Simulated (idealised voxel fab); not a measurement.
The document below concerns the process module designated voxel tone inversion.
We display cut, a cross-section 195 nm in width whose square cells are each 5 nm.
Reading order for cross-sections: top band down to bottom band. Underlying form: a grid of square cells. Band size: one or more rows of cells.
The band entry comprises the height of the band's top followed by the height of its bottom, expressed in nm, and subsequently the band's materials from left to right, each stated together with its width in nm. Where a single material is marked with the word "edge to edge", that material fills the band from edge to edge. The word "blank" represents empty space.
Below 0: as-received wafer, all one material; heights counted from there. Lowest band: no bottom, goes on down, written "top 0, no bottom".
The expression "30 to 40" gives the width at the extremes of the band, the first number at its top row of cells and the second at its bottom row, with the width changing by equal amounts from each row to the next in between.
When a step is marked "all unchanged", none of the cells in the cross-section changed during that step.
This entry, "Completely sealed voids", enumerates those empty regions of no fewer than 8 cells that possess no open connection to the top. Each region is reported in the form width x height at distance, the distance being taken from the left edge, with all three quantities expressed in nm.
Step line, after settings: the simulator's comment on this step.
A step line may carry the setting "overlay nm", which, for steps involving a mask, states the distance by which the mask lay to the right of its intended position; negative values denote displacement to the left.

# This section lists the process steps that were planned
1,RECEIVE (material Si)
2,CONFORMAL_DEP (material SiN; thk nm 10)
3,DIRECTIONAL_DEP (material aC; thk nm 15)
4,PATTERN (tone cover; mask id POSTS; material resist; width nm 15; pitch nm 45; thk nm 25; overlay nm 0)
5,DIRECTIONAL_ETCH (etch materials aC; depth nm 15)
6,STRIP (etch materials resist)
7,FILL_DEP (material lowk; thk nm 5)
8,CMP (height nm 25)
9,STRIP (etch materials aC)
Keep in mind the plan's value for the width nm of step 4 comes from the first wafer; the wafers don't share that setting, but they do share the same starting point.

# Cut through the first of several wafers as received, post step 1
  top 0, no bottom | Si edge to edge
  Completely sealed voids: none

# each wafer at the end: cells of each material gained (+) or lost (-) since it was received, then its closed voids
width nm 15, +78 SiN, +99 lowk, Completely sealed voids: none
width nm 20, +78 SiN, +93 lowk, Completely sealed voids: none
width nm 25, +78 SiN, +87 lowk, Completely sealed voids: none
width nm 30, +78 SiN, +81 lowk, Completely sealed voids: none
